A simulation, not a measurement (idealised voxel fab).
voxel wiring stack: a process module
In the cross-section labelled cut, the width is 215 nm and each square cell is 5 nm.
Think of the cross-section as a grid of square cells. We describe it in bands, top to bottom, and each band covers one or more rows of those cells.
Top, bottom (nm), then materials left to right with widths (nm); lone material tagged "edge to edge" fills the whole band edge to edge; "air" = empty space.
Heights are reckoned from 0. Under this level, the received wafer is all of one material. The bottommost band is open-ended downward, for example "0..down".
Width "30..40": first value at the band's top row of cells, second value at its bottom row, equal change from row to row.
Any step labelled "no change" changed none of the cells in the cross-section.
Closed-off voids of 8+ cells (no open route to the top) go in "Enclosed voids", written width x height at distance from the left edge, in nm.
Heads up: the bit after the settings on a step's line is the simulator's remark on that step.
overlay nm: mask right of planned place by this much (step with mask). Neg. = left.

PROCESS STEPS FORESEEN IN THE PLAN
- 1: RECEIVE with material Si
- 2: CONFORMAL_DEP with material SiO2, thk nm 15
- 3: DIRECTIONAL_DEP with material TiN, thk nm 5
- 4: DIRECTIONAL_DEP with material W, thk nm 25
- 5: MASKED_ETCH with tone cover, mask id METAL_1, width nm 25, pitch nm 50, etch materials W, depth nm 25, overlay nm 0
- 6: MASKED_ETCH with tone cover, mask id METAL_1, width nm 25, pitch nm 50, etch materials TiN, depth nm 5, overlay nm 0
- 7: CONFORMAL_DEP with material SiCN, thk nm 5
- 8: FILL_DEP with material lowk, thk nm 10
- 9: CMP with height nm 45
- 10: CONFORMAL_DEP with material SiCN, thk nm 5
- 11: DIRECTIONAL_DEP with material lowk, thk nm 10
- 12: DIRECTIONAL_DEP with material aC, thk nm 15
- 13: PATTERN with tone open, mask id PLUG_1, material resist, width nm 15, pitch nm 50, thk nm 35, overlay nm 0
- 14: DIRECTIONAL_ETCH with etch materials aC, depth nm 15
- 15: STRIP with etch materials resist
- 16: DIRECTIONAL_ETCH with etch materials lowk, depth nm 10
- 17: DIRECTIONAL_ETCH with etch materials SiCN, depth nm 5
- 18: STRIP with etch materials aC
- 19: CONFORMAL_DEP with material TiN, thk nm 5
- 20: FILL_DEP with material W, thk nm 5
- 21: CMP with height nm 60
- 22: DIRECTIONAL_DEP with material TiN, thk nm 5
- 23: DIRECTIONAL_DEP with material W, thk nm 15
- 24: MASKED_ETCH with tone cover, mask id METAL_2, width nm 25, pitch nm 50, etch materials W, depth nm 15, overlay nm 0
- 25: MASKED_ETCH with tone cover, mask id METAL_2, width nm 25, pitch nm 50, etch materials TiN, depth nm 5, overlay nm 0
- 26: CONFORMAL_DEP with material SiN, thk nm 5
- 27: FILL_DEP with material SiO2, thk nm 5
- 28: CMP with height nm 80
- 29: CONFORMAL_DEP with material SiCN, thk nm 5
- 30: DIRECTIONAL_DEP with material SiO2, thk nm 25
- 31: DIRECTIONAL_DEP with material aC, thk nm 15
- 32: PATTERN with tone open, mask id METAL_3, material resist, width nm 25, pitch nm 50, thk nm 30, overlay nm 0
- 33: DIRECTIONAL_ETCH with etch materials aC, depth nm 15
- 34: STRIP with etch materials resist
- 35: DIRECTIONAL_ETCH with etch materials SiO2, depth nm 15
- 36: STRIP with etch materials aC
- 37: PATTERN with tone open, mask id METAL_3_HOLES, material resist, width nm 15, thk nm 20, overlay nm 0
- 38: DIRECTIONAL_ETCH with etch materials SiO2, depth nm 10
- 39: DIRECTIONAL_ETCH with etch materials SiCN, depth nm 5
- 40: STRIP with etch materials resist
- 41: CONFORMAL_DEP with material TiN, thk nm 5
- 42: FILL_DEP with material Ru, thk nm 10
- 43: CMP with height nm 110
- 44: CONFORMAL_DEP with material SiN, thk nm 5

ON THE FIRST OF THE TWO WAFERS: RUN CONDUCTED ACCORDING TO PLAN

DELIVERED WAFER IN CROSS-SECTION: STATE AFTER STEP 1
0..down | Si edge to edge
Enclosed voids: none

WAFER AFTER STEP 2 (CROSS-SECTION)
15..0 | SiO2 edge to edge
Unchanged below 0.

WAFER AFTER STEP 3 (CROSS-SECTION)
20..15 | TiN edge to edge
Unchanged below 15.

WAFER AFTER STEP 4 (CROSS-SECTION)
45..20 | W edge to edge
Unchanged below 20.

WAFER AFTER STEP 5 (CROSS-SECTION)
45..20 | air: 70 / W: 25 / air: 25 / W: 25 / air: 70
Unchanged below 20.

WAFER AFTER STEP 6 (CROSS-SECTION)
45..20 | air: 70 / W: 25 / air: 25 / W: 25 / air: 70
20..15 | air: 70 / TiN: 25 / air: 25 / TiN: 25 / air: 70
Unchanged below 15.

WAFER AFTER STEP 7 (CROSS-SECTION)
50..45 | air: 65 / SiCN: 35 / air: 15 / SiCN: 35 / air: 65
45..20 | air: 65 / SiCN: 5 / W: 25 / SiCN: 5 / air: 15 / SiCN: 5 / W: 25 / SiCN: 5 / air: 65
20..15 | SiCN: 70 / TiN: 25 / SiCN: 25 / TiN: 25 / SiCN: 70
Unchanged below 15.

WAFER AFTER STEP 8 (CROSS-SECTION)
60..50 | lowk edge to edge
50..45 | lowk: 65 / SiCN: 35 / lowk: 15 / SiCN: 35 / lowk: 65
45..20 | lowk: 65 / SiCN: 5 / W: 25 / SiCN: 5 / lowk: 15 / SiCN: 5 / W: 25 / SiCN: 5 / lowk: 65
Unchanged below 20.

WAFER AFTER STEP 9 (CROSS-SECTION)
45..20 | lowk: 65 / SiCN: 5 / W: 25 / SiCN: 5 / lowk: 15 / SiCN: 5 / W: 25 / SiCN: 5 / lowk: 65
Unchanged below 20.

WAFER AFTER STEP 10 (CROSS-SECTION)
50..45 | SiCN edge to edge
Unchanged below 45.

WAFER AFTER STEP 11 (CROSS-SECTION)
60..50 | lowk edge to edge
Unchanged below 50.

WAFER AFTER STEP 12 (CROSS-SECTION)
75..60 | aC edge to edge
Unchanged below 60.

WAFER AFTER STEP 13 (CROSS-SECTION)
110..75 | resist: 70 / air: 15 / resist: 35 / air: 15 / resist: 80
Unchanged below 75.

WAFER AFTER STEP 14 (CROSS-SECTION)
95..75 | resist: 70 / air: 15 / resist: 35 / air: 15 / resist: 80
75..60 | aC: 70 / air: 15 / aC: 35 / air: 15 / aC: 80
Unchanged below 60.

WAFER AFTER STEP 15 (CROSS-SECTION)
75..60 | aC: 70 / air: 15 / aC: 35 / air: 15 / aC: 80
Unchanged below 60.

WAFER AFTER STEP 16 (CROSS-SECTION)
75..60 | aC: 70 / air: 15 / aC: 35 / air: 15 / aC: 80
60..50 | lowk: 70 / air: 15 / lowk: 35 / air: 15 / lowk: 80
Unchanged below 50.

WAFER AFTER STEP 17 (CROSS-SECTION)
75..60 | aC: 70 / air: 15 / aC: 35 / air: 15 / aC: 80
60..50 | lowk: 70 / air: 15 / lowk: 35 / air: 15 / lowk: 80
50..45 | SiCN: 70 / air: 15 / SiCN: 35 / air: 15 / SiCN: 80
Unchanged below 45.

WAFER AFTER STEP 18 (CROSS-SECTION)
60..50 | lowk: 70 / air: 15 / lowk: 35 / air: 15 / lowk: 80
Unchanged below 50.

WAFER AFTER STEP 19 (CROSS-SECTION)
65..60 | TiN: 75 / air: 5 / TiN: 45 / air: 5 / TiN: 85
60..50 | lowk: 70 / TiN: 5 / air: 5 / TiN: 5 / lowk: 35 / TiN: 5 / air: 5 / TiN: 5 / lowk: 80
50..45 | SiCN: 70 / TiN: 15 / SiCN: 35 / TiN: 15 / SiCN: 80
Unchanged below 45.

WAFER AFTER STEP 20 (CROSS-SECTION)
70..65 | W edge to edge
65..60 | TiN: 75 / W: 5 / TiN: 45 / W: 5 / TiN: 85
60..50 | lowk: 70 / TiN: 5 / W: 5 / TiN: 5 / lowk: 35 / TiN: 5 / W: 5 / TiN: 5 / lowk: 80
Unchanged below 50.

WAFER AFTER STEP 21 (CROSS-SECTION)
60..50 | lowk: 70 / TiN: 5 / W: 5 / TiN: 5 / lowk: 35 / TiN: 5 / W: 5 / TiN: 5 / lowk: 80
Unchanged below 50.

WAFER AFTER STEP 22 (CROSS-SECTION)
65..60 | TiN edge to edge
Unchanged below 60.

WAFER AFTER STEP 23 (CROSS-SECTION)
80..65 | W edge to edge
Unchanged below 65.

WAFER AFTER STEP 24 (CROSS-SECTION)
80..65 | air: 70 / W: 25 / air: 25 / W: 25 / air: 70
Unchanged below 65.

WAFER AFTER STEP 25 (CROSS-SECTION)
80..65 | air: 70 / W: 25 / air: 25 / W: 25 / air: 70
65..60 | air: 70 / TiN: 25 / air: 25 / TiN: 25 / air: 70
Unchanged below 60.

WAFER AFTER STEP 26 (CROSS-SECTION)
85..80 | air: 65 / SiN: 35 / air: 15 / SiN: 35 / air: 65
80..65 | air: 65 / SiN: 5 / W: 25 / SiN: 5 / air: 15 / SiN: 5 / W: 25 / SiN: 5 / air: 65
65..60 | SiN: 70 / TiN: 25 / SiN: 25 / TiN: 25 / SiN: 70
Unchanged below 60.

WAFER AFTER STEP 27 (CROSS-SECTION)
90..85 | SiO2 edge to edge
85..80 | SiO2: 65 / SiN: 35 / SiO2: 15 / SiN: 35 / SiO2: 65
80..65 | SiO2: 65 / SiN: 5 / W: 25 / SiN: 5 / SiO2: 15 / SiN: 5 / W: 25 / SiN: 5 / SiO2: 65
Unchanged below 65.

WAFER AFTER STEP 28 (CROSS-SECTION)
80..65 | SiO2: 65 / SiN: 5 / W: 25 / SiN: 5 / SiO2: 15 / SiN: 5 / W: 25 / SiN: 5 / SiO2: 65
Unchanged below 65.

WAFER AFTER STEP 29 (CROSS-SECTION)
85..80 | SiCN edge to edge
Unchanged below 80.

WAFER AFTER STEP 30 (CROSS-SECTION)
110..85 | SiO2 edge to edge
Unchanged below 85.

WAFER AFTER STEP 31 (CROSS-SECTION)
125..110 | aC edge to edge
Unchanged below 110.

WAFER AFTER STEP 32 (CROSS-SECTION)
155..125 | resist: 70 / air: 25 / resist: 25 / air: 25 / resist: 70
Unchanged below 125.

WAFER AFTER STEP 33 (CROSS-SECTION)
140..125 | resist: 70 / air: 25 / resist: 25 / air: 25 / resist: 70
125..110 | aC: 70 / air: 25 / aC: 25 / air: 25 / aC: 70
Unchanged below 110.

WAFER AFTER STEP 34 (CROSS-SECTION)
125..110 | aC: 70 / air: 25 / aC: 25 / air: 25 / aC: 70
Unchanged below 110.

WAFER AFTER STEP 35 (CROSS-SECTION)
125..110 | aC: 70 / air: 25 / aC: 25 / air: 25 / aC: 70
110..95 | SiO2: 70 / air: 25 / SiO2: 25 / air: 25 / SiO2: 70
Unchanged below 95.

WAFER AFTER STEP 36 (CROSS-SECTION)
110..95 | SiO2: 70 / air: 25 / SiO2: 25 / air: 25 / SiO2: 70
Unchanged below 95.

WAFER AFTER STEP 37 (CROSS-SECTION)
130..110 | resist: 70 / air: 15 / resist: 130
110..95 | SiO2: 70 / air: 15 / resist: 10 / SiO2: 25 / resist: 25 / SiO2: 70
Unchanged below 95.

WAFER AFTER STEP 38 (CROSS-SECTION)
130..110 | resist: 70 / air: 15 / resist: 130
110..95 | SiO2: 70 / air: 15 / resist: 10 / SiO2: 25 / resist: 25 / SiO2: 70
95..85 | SiO2: 70 / air: 15 / SiO2: 130
Unchanged below 85.

WAFER AFTER STEP 39 (CROSS-SECTION)
130..110 | resist: 70 / air: 15 / resist: 130
110..95 | SiO2: 70 / air: 15 / resist: 10 / SiO2: 25 / resist: 25 / SiO2: 70
95..85 | SiO2: 70 / air: 15 / SiO2: 130
85..80 | SiCN: 70 / air: 15 / SiCN: 130
Unchanged below 80.

WAFER AFTER STEP 40 (CROSS-SECTION)
110..95 | SiO2: 70 / air: 25 / SiO2: 25 / air: 25 / SiO2: 70
Unchanged below 95.

WAFER AFTER STEP 41 (CROSS-SECTION)
115..110 | TiN: 75 / air: 15 / TiN: 35 / air: 15 / TiN: 75
110..100 | SiO2: 70 / TiN: 5 / air: 15 / TiN: 5 / SiO2: 25 / TiN: 5 / air: 15 / TiN: 5 / SiO2: 70
100..95 | SiO2: 70 / TiN: 5 / air: 5 / TiN: 15 / SiO2: 25 / TiN: 25 / SiO2: 70
95..85 | SiO2: 70 / TiN: 5 / air: 5 / TiN: 5 / SiO2: 130
85..80 | SiCN: 70 / TiN: 15 / SiCN: 130
Unchanged below 80.

WAFER AFTER STEP 42 (CROSS-SECTION)
125..115 | Ru edge to edge
115..110 | TiN: 75 / Ru: 15 / TiN: 35 / Ru: 15 / TiN: 75
110..100 | SiO2: 70 / TiN: 5 / Ru: 15 / TiN: 5 / SiO2: 25 / TiN: 5 / Ru: 15 / TiN: 5 / SiO2: 70
100..95 | SiO2: 70 / TiN: 5 / Ru: 5 / TiN: 15 / SiO2: 25 / TiN: 25 / SiO2: 70
95..85 | SiO2: 70 / TiN: 5 / Ru: 5 / TiN: 5 / SiO2: 130
Unchanged below 85.

WAFER AFTER STEP 43 (CROSS-SECTION)
110..100 | SiO2: 70 / TiN: 5 / Ru: 15 / TiN: 5 / SiO2: 25 / TiN: 5 / Ru: 15 / TiN: 5 / SiO2: 70
Unchanged below 100.

WAFER AFTER STEP 44 (CROSS-SECTION)
115..110 | SiN edge to edge
Unchanged below 110.

WAFER TWO OF THE PAIR: SAME ORIGIN, SAME PLAN, ONE ERROR DURING THE RUN; IDENTICAL TO WAFER ONE UP TO AND INCLUDING STEP 36

SECOND WAFER, SECTION VIEW, TIME POINT: SCHEDULED END OF STEP 37
130..110 | air: 70 / resist: 15 / air: 130
110..95 | SiO2: 70 / resist: 15 / air: 10 / SiO2: 25 / air: 25 / SiO2: 70
Unchanged below 95.

SECOND WAFER, SECTION VIEW, TIME POINT: SCHEDULED END OF STEP 38
130..100 | air: 70 / resist: 15 / air: 130
100..95 | SiO2: 70 / resist: 15 / air: 10 / SiO2: 25 / air: 25 / SiO2: 70
95..85 | SiO2: 85 / air: 10 / SiO2: 25 / air: 25 / SiO2: 70
Unchanged below 85.

SECOND WAFER, SECTION VIEW, TIME POINT: SCHEDULED END OF STEP 39
130..100 | air: 70 / resist: 15 / air: 130
100..95 | SiO2: 70 / resist: 15 / air: 10 / SiO2: 25 / air: 25 / SiO2: 70
95..85 | SiO2: 85 / air: 10 / SiO2: 25 / air: 25 / SiO2: 70
85..80 | SiCN: 85 / air: 10 / SiCN: 25 / air: 25 / SiCN: 70
Unchanged below 80.

SECOND WAFER, SECTION VIEW, TIME POINT: SCHEDULED END OF STEP 40
100..95 | SiO2: 70 / air: 25 / SiO2: 25 / air: 25 / SiO2: 70
Unchanged below 95.

SECOND WAFER, SECTION VIEW, TIME POINT: SCHEDULED END OF STEP 41
105..100 | TiN: 75 / air: 15 / TiN: 35 / air: 15 / TiN: 75
100..95 | SiO2: 70 / TiN: 25 / SiO2: 25 / TiN: 5 / air: 15 / TiN: 5 / SiO2: 70
95..85 | SiO2: 85 / TiN: 10 / SiO2: 25 / TiN: 5 / air: 15 / TiN: 5 / SiO2: 70
85..80 | SiCN: 85 / TiN: 10 / SiCN: 25 / TiN: 25 / SiCN: 70
Unchanged below 80.

SECOND WAFER, SECTION VIEW, TIME POINT: SCHEDULED END OF STEP 42
115..105 | Ru edge to edge
105..100 | TiN: 75 / Ru: 15 / TiN: 35 / Ru: 15 / TiN: 75
100..95 | SiO2: 70 / TiN: 25 / SiO2: 25 / TiN: 5 / Ru: 15 / TiN: 5 / SiO2: 70
95..85 | SiO2: 85 / TiN: 10 / SiO2: 25 / TiN: 5 / Ru: 15 / TiN: 5 / SiO2: 70
Unchanged below 85.

SECOND WAFER, SECTION VIEW, TIME POINT: SCHEDULED END OF STEP 43
110..105 | Ru edge to edge
Unchanged below 105.

SECOND WAFER, SECTION VIEW, TIME POINT: SCHEDULED END OF STEP 44
115..110 | SiN edge to edge
Unchanged below 110.
What went wrong in running the wafer? step 37 ran differently from the plan; actual operation with settings: PATTERN with tone cover, mask id METAL_3_HOLES, material resist, width nm 15, thk nm 20, overlay nm 0
In the final state, the cell counts of the second wafer exceed or fall short of those of the first for the following materials: +43 Ru | -4 SiCN | -74 SiO2 | +35 TiN
